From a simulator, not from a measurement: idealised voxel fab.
Process module in this document: voxel self aligned contacts
The cross-section shown here is cut; it is 245 nm wide and divided into square cells measuring 5 nm on a side.
Think of the cross-section as a grid of square cells. We describe it in bands, top to bottom, and each band covers one or more rows of those cells. Per band: top height and bottom height in nm, followed by the left-to-right materials and their widths in nm; "throughout" marks a single material spanning edge to edge, "blank" marks empty space. We count height from 0. Below that, the starting wafer is all one material. The lowest band never ends at the bottom but goes on down; see "0 and below" for how that is written. Note: "30->40" means the width goes from the first number (top row of the band) to the second number (bottom row) in equal steps per row of cells. Take "everything unchanged" at face value: in the step it is given for, the cross-section changed in none of its cells. Any empty space of 8 cells or more lacking an open way to the top shows up in "Entrapped voids" as width x height at distance, distance from the left edge, in nm. Whatever follows a step's settings on its line is a remark the simulator itself makes about that step. A step's line can hold "overlay nm"; with a mask on that step, the setting says how far right of the planned place the mask lay, while a negative setting says it lay to the left.
Set out below are the planned steps of the process
1,RECEIVE with material Si
2,CONFORMAL_DEP with material SiO2, thk nm 5
3,DIRECTIONAL_DEP with material polySi, thk nm 20
4,DIRECTIONAL_DEP with material SiN, thk nm 20
5,DIRECTIONAL_DEP with material aC, thk nm 10
6,PATTERN with tone cover, mask id GATE, material resist, width nm 25, pitch nm 55, thk nm 25, overlay nm 0
7,DIRECTIONAL_ETCH with etch materials aC, depth nm 10
8,STRIP with etch materials resist
9,DIRECTIONAL_ETCH with etch materials SiN, depth nm 20
10,DIRECTIONAL_ETCH with etch materials polySi, depth nm 20
11,STRIP with etch materials aC
12,CONFORMAL_DEP with material SiN, thk nm 5
13,DIRECTIONAL_ETCH with etch materials SiN, depth nm 5
14,FILL_DEP with material SiO2, thk nm 15
15,CMP with height nm 55
16,MASKED_ETCH with tone open, mask id CONTACT, width nm 40, pitch nm 55, etch materials SiO2, depth nm 55, overlay nm 0
17,CONFORMAL_DEP with material TiN, thk nm 5
18,FILL_DEP with material Ru, thk nm 5
19,CMP with height nm 55
20,CONFORMAL_DEP with material SiCN, thk nm 5
Incoming wafer in cross-section (state: after step 1)
* 0 and below: Si throughout
* Entrapped voids: none
Cross-sectional result after module completion. Note: starting condition and plan are unchanged from above; one processing mistake was made
* 60 down to 55: SiCN throughout
* 55 down to 45: 50 of SiO2 / 35 of SiN / 5 of TiN / 10 of Ru / 5 of TiN / 35 of SiN / 5 of TiN / 10 of Ru / 5 of TiN / 35 of SiN / 50 of SiO2
* 45 down to 30: 50 of SiO2 / 5 of SiN / 25 of polySi / 5 of SiN / 5 of TiN / 10 of Ru / 5 of TiN / 5 of SiN / 25 of polySi / 5 of SiN / 5 of TiN / 10 of Ru / 5 of TiN / 5 of SiN / 25 of polySi / 5 of SiN / 50 of SiO2
* 30 down to 25: 50 of SiO2 / 5 of SiN / 25 of polySi / 5 of SiN / 20 of TiN / 5 of SiN / 25 of polySi / 5 of SiN / 20 of TiN / 5 of SiN / 25 of polySi / 5 of SiN / 50 of SiO2
* 25 down to 5: polySi throughout
* 5 down to 0: SiO2 throughout
* 0 and below: Si throughout
* Entrapped voids: none
Diagnosis: plan step 3 was twice executed
